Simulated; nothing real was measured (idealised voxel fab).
process module | voxel local oxidation
cross-section cut | 155 nm wide | cells 5 nm
A cross-section is a grid of square cells, given in bands from the top down. A band is one or more rows of cells.
Each band's line starts with the height of the band's top and of its bottom, in nm. Then come its materials from left to right, each with its width in nm. One material with "throughout" fills the band from edge to edge. "air" is empty space.
Height 0 is the level under which the wafer as received is all one material. The lowest band goes on downwards, as in "0 down".
A width such as "30 to 40" changes by the same amount from each row of cells to the next, from the band's top row to its bottom row.
"no change" after a step means that no cell of the cross-section changed.
closed voids: empty space of 8 cells or more with no open way to the top, each as width x height at its distance from the left edge, in nm
after a step's settings: what the simulator itself notes on the step
overlay nm, on a step with a mask: how far to the right of its planned place the mask lay; to the left if negative
plan
1 op RECEIVE | material Si
2 op CONFORMAL_DEP | material SiO2 | thk nm 5
3 op CONFORMAL_DEP | material SiN | thk nm 10
4 op DIRECTIONAL_DEP | material aC | thk nm 15
5 op PATTERN | tone cover | mask id ACTIVE | material resist | width nm 80 | thk nm 35 | overlay nm 0
6 op DIRECTIONAL_ETCH | etch materials aC | depth nm 15
7 op STRIP | etch materials resist
8 op DIRECTIONAL_ETCH | etch materials SiN | depth nm 10
9 op STRIP | etch materials aC
10 op SELECTIVE_ETCH | etch materials SiO2 | depth nm 5
11 op OXIDIZE | depth nm 10
12 op STRIP | etch materials SiN
varied across the wafers: width nm of step 5. The plan shows the first wafer's value. All wafers start alike
first wafer as received, after step 1
  0 down: Si throughout
  closed voids: none
first wafer at the end, after step 12
  5 to 0: air 40 | SiO2 70 | air 45
  0 to -10: SiO2 50 | Si 50 | SiO2 55
  -10 down: Si throughout
  closed voids: none
last wafer at the end
  5 to 0: air 30 | SiO2 95 | air 30
  0 to -10: SiO2 40 | Si 75 | SiO2 40
  -10 down: Si throughout
  closed voids: none
each wafer at the end: cells of each material gained (+) or lost (-) since it was received, then its closed voids
width nm 80 | -42 Si | +56 SiO2 | closed voids: none
width nm 85 | -40 Si | +55 SiO2 | closed voids: none
width nm 90 | -38 Si | +54 SiO2 | closed voids: none
width nm 95 | -36 Si | +53 SiO2 | closed voids: none
width nm 100 | -34 Si | +52 SiO2 | closed voids: none
width nm 105 | -32 Si | +51 SiO2 | closed voids: none
